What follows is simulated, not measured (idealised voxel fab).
Title: Process Module voxel wiring stack
cross-section cut | 155 nm wide | cells 5 nm
If you're reading a cross-section in this doc, picture square cells in a grid; it comes to you as bands, top ones listed first down to the bottom, and a band can be one or more rows of cells. Basically the band line says how high the top is and how high the bottom is, in nm, and then what's in it from left to right, every material with its width in nm. Empty space shows up as "air", and if a single material carries "throughout" it runs the full band edge to edge. Below 0: as-received wafer, all one material; heights counted from there. Lowest band: no bottom, goes on down, written "0 nm and below". The two numbers in a width such as "30..40" mark its ends across the band: the first belongs to the top row of cells, the second to the bottom row, and from each row to the next the width moves by the same amount. Any step labelled "no alterations made" changed none of the cells in the cross-section. Entry "Enclosed cavities". Content: empty spaces with no open connection to the top, size 8 cells or greater. Each: width x height at distance. Distance: from left edge. Unit: nm. Step line, after settings: the simulator's comment on this step. overlay nm, on a step with a mask: how far to the right of its planned place the mask lay; to the left if negative.

So here's the lineup of process steps we planned:
- 1: RECEIVE, material Si
- 2: CONFORMAL_DEP, material SiO2, thk nm 15
- 3: CONFORMAL_DEP, material SiN, thk nm 5
- 4: DIRECTIONAL_DEP, material SiO2, thk nm 25
- 5: DIRECTIONAL_DEP, material aC, thk nm 10
- 6: PATTERN, tone open, mask id METAL_1, material resist, width nm 25, pitch nm 45, thk nm 25, overlay nm 0
- 7: DIRECTIONAL_ETCH, etch materials aC, depth nm 10
- 8: STRIP, etch materials resist
- 9: DIRECTIONAL_ETCH, etch materials SiO2, depth nm 25
- 10: DIRECTIONAL_ETCH, etch materials SiN, depth nm 5
- 11: STRIP, etch materials aC
- 12: CONFORMAL_DEP, material TiN, thk nm 5
- 13: FILL_DEP, material Ru, thk nm 5
- 14: CMP, height nm 45
- 15: CONFORMAL_DEP, material SiCN, thk nm 5
- 16: DIRECTIONAL_DEP, material lowk, thk nm 25
- 17: DIRECTIONAL_DEP, material aC, thk nm 10
- 18: PATTERN, tone open, mask id METAL_2_HOLES, material resist, width nm 15, pitch nm 45, thk nm 30, overlay nm 0
- 19: DIRECTIONAL_ETCH, etch materials aC, depth nm 10
- 20: STRIP, etch materials resist
- 21: DIRECTIONAL_ETCH, etch materials lowk, depth nm 25
- 22: STRIP, etch materials aC
- 23: MASKED_ETCH, tone open, mask id METAL_2, width nm 25, pitch nm 45, etch materials lowk, depth nm 15, overlay nm 0
- 24: MASKED_ETCH, tone open, mask id METAL_2, width nm 25, pitch nm 45, etch materials SiCN, depth nm 5, overlay nm 0
- 25: CONFORMAL_DEP, material TiN, thk nm 5
- 26: FILL_DEP, material Cu, thk nm 10
- 27: CMP, height nm 75
- 28: CONFORMAL_DEP, material SiCN, thk nm 5
- 29: DIRECTIONAL_DEP, material SiO2, thk nm 35
- 30: PATTERN, tone open, mask id METAL_3_HOLES, material resist, width nm 15, thk nm 20, overlay nm 0
- 31: DIRECTIONAL_ETCH, etch materials SiO2, depth nm 35
- 32: STRIP, etch materials resist
- 33: PATTERN, tone open, mask id METAL_3, material resist, width nm 25, pitch nm 45, thk nm 15, overlay nm 0
- 34: DIRECTIONAL_ETCH, etch materials SiO2, depth nm 20
- 35: DIRECTIONAL_ETCH, etch materials SiCN, depth nm 5
- 36: STRIP, etch materials resist
- 37: CONFORMAL_DEP, material TiN, thk nm 5
- 38: FILL_DEP, material Cu, thk nm 5
- 39: CMP, height nm 115
- 40: CONFORMAL_DEP, material SiN, thk nm 5

As-received state of the wafer in cross-section, equivalent to post-step 1:
0 nm and below  Si throughout
Enclosed cavities: none

Below is the wafer in cross-section after the module was completed. It began from the starting point shown above and followed the plan shown above, except that one mistake was made while running it:
120 nm to 115 nm  SiN throughout
115 nm to 110 nm  SiCN 40 nm  TiN 25 nm  SiCN 20 nm  TiN 25 nm  SiCN 45 nm
110 nm to 75 nm  SiO2 throughout
75 nm to 65 nm  lowk 40 nm  TiN 5 nm  Cu 15 nm  TiN 5 nm  lowk 20 nm  TiN 5 nm  Cu 15 nm  TiN 5 nm  lowk 45 nm
65 nm to 60 nm  lowk 40 nm  TiN 5 nm  Cu 5 nm  TiN 15 nm  lowk 20 nm  TiN 5 nm  Cu 5 nm  TiN 15 nm  lowk 45 nm
60 nm to 50 nm  lowk 40 nm  TiN 5 nm  Cu 5 nm  TiN 5 nm  lowk 30 nm  TiN 5 nm  Cu 5 nm  TiN 5 nm  lowk 55 nm
50 nm to 45 nm  SiCN 40 nm  TiN 15 nm  SiCN 30 nm  TiN 15 nm  SiCN 55 nm
45 nm to 20 nm  SiO2 40 nm  TiN 5 nm  Ru 15 nm  TiN 5 nm  SiO2 20 nm  TiN 5 nm  Ru 15 nm  TiN 5 nm  SiO2 45 nm
20 nm to 15 nm  SiN 40 nm  TiN 25 nm  SiN 20 nm  TiN 25 nm  SiN 45 nm
15 nm to 0 nm  SiO2 throughout
0 nm and below  Si throughout
Enclosed cavities: none
In executing the process, a mistake was made relative to the plan: order of steps 28 and 29 inverted relative to the plan
